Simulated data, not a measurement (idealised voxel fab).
Herein follows the process module entitled voxel gate over fins.
The figure presents cross-section cut, which has a width of 215 nm and is divided into square cells with an edge length of 5 nm.
Format of a cross-section: grid, square cells. Given as bands. Order: top down. Band: one or more rows of cells. Per band: top height and bottom height in nm, followed by the left-to-right materials and their widths in nm; "all across" marks a single material spanning edge to edge, "blank" marks empty space. Height is counted from the level 0, under which the received wafer is composed throughout of one material. The lowest of the bands is not closed at the bottom but continues downward, in the notation "top 0, no bottom". Width spec "30->40" -> top row of cells at first value, bottom row at second value, equal per-row change in between. Basically "nothing got changed" means that step didn't change any cell in the cross-section. Look at "Trapped voids" for the closed voids: empty spaces with no open path to the top, sized 8 cells or up. Each is width x height at distance, distance from the left edge, all nm. The remark found on a step's line after its settings is issued by the simulator itself and pertains to that step. overlay nm, on a step with a mask: how far to the right of its planned place the mask lay; to the left if negative.

**The following list gives the planned process steps**
1: RECEIVE | material Si
2: CONFORMAL_DEP | material SiN | thk nm 10
3: MASKED_ETCH | tone cover | mask id FINS | width nm 15 | pitch nm 40 | etch materials SiN | depth nm 10 | overlay nm 0
4: MASKED_ETCH | tone cover | mask id FINS | width nm 15 | pitch nm 40 | etch materials Si | depth nm 35 | overlay nm 0
5: OXIDIZE | depth nm 5
6: FILL_DEP | material SiO2 | thk nm 5
7: CMP | height nm 10
8: SELECTIVE_ETCH | etch materials SiO2 | depth nm 20
9: STRIP | etch materials SiN
10: CONFORMAL_DEP | material HfO2 | thk nm 5
11: CONFORMAL_DEP | material TiN | thk nm 5
12: CONFORMAL_DEP | material TiAl | thk nm 5
13: CONFORMAL_DEP | material TiN | thk nm 5
14: FILL_DEP | material W | thk nm 10
15: CMP | height nm 25
16: CONFORMAL_DEP | material SiCN | thk nm 10
Where the wafers of this document differ is in the width nm of step 3; they start out the same, and the plan states the value that applied to the first wafer.

**This is how the first of several wafers looked in cross-section when it arrived, which is after step 1**
top 0, no bottom  Si all across
Trapped voids: none

**The cross-section of the first of several wafers is given below for the end of the module, after its final step, step 16**
top 35, bottom 25  SiCN all across
top 25, bottom 20  W all across
top 20, bottom 15  W: 65, TiN: 85, W: 65
top 15, bottom 10  W: 65, TiN: 5, TiAl: 35, TiN: 5, TiAl: 35, TiN: 5, W: 65
top 10, bottom 5  TiN: 70, TiAl: 5, TiN: 25, TiAl: 5, TiN: 5, TiAl: 5, TiN: 25, TiAl: 5, TiN: 70
top 5, bottom 0  TiAl: 75, TiN: 5, HfO2: 15, TiN: 5, TiAl: 15, TiN: 5, HfO2: 15, TiN: 5, TiAl: 75
top 0, bottom -5  TiN: 80, HfO2: 5, Si: 5, HfO2: 5, TiN: 25, HfO2: 5, Si: 5, HfO2: 5, TiN: 80
top -5, bottom -10  HfO2: 85, Si: 5, HfO2: 35, Si: 5, HfO2: 85
top -10, bottom -40  SiO2: 85, Si: 5, SiO2: 35, Si: 5, SiO2: 85
top -40, no bottom  Si all across
Trapped voids: none

**End of module: cross-section, last of several wafers**
top 35, bottom 25  SiCN all across
top 25, bottom 20  W all across
top 20, bottom 15  W: 60, TiN: 95, W: 60
top 15, bottom 10  W: 60, TiN: 5, TiAl: 85, TiN: 5, W: 60
top 10, bottom 5  TiN: 65, TiAl: 5, TiN: 35, TiAl: 5, TiN: 35, TiAl: 5, TiN: 65
top 5, bottom 0  TiAl: 70, TiN: 5, HfO2: 25, TiN: 5, TiAl: 5, TiN: 5, HfO2: 25, TiN: 5, TiAl: 70
top 0, bottom -5  TiN: 75, HfO2: 5, Si: 15, HfO2: 5, TiN: 15, HfO2: 5, Si: 15, HfO2: 5, TiN: 75
top -5, bottom -10  HfO2: 80, Si: 15, HfO2: 25, Si: 15, HfO2: 80
top -10, bottom -40  SiO2: 80, Si: 15, SiO2: 25, Si: 15, SiO2: 80
top -40, no bottom  Si all across
Trapped voids: none

**each wafer at the end: cells of each material gained (+) or lost (-) since it was received, then its closed voids**
width nm 15 | +51 HfO2 | -328 Si | +86 SiCN | +246 SiO2 | +51 TiAl | +100 TiN | +95 W | Trapped voids: none
width nm 20 | +51 HfO2 | -312 Si | +86 SiCN | +234 SiO2 | +51 TiAl | +98 TiN | +93 W | Trapped voids: none
width nm 25 | +51 HfO2 | -296 Si | +86 SiCN | +222 SiO2 | +49 TiAl | +98 TiN | +91 W | Trapped voids: none
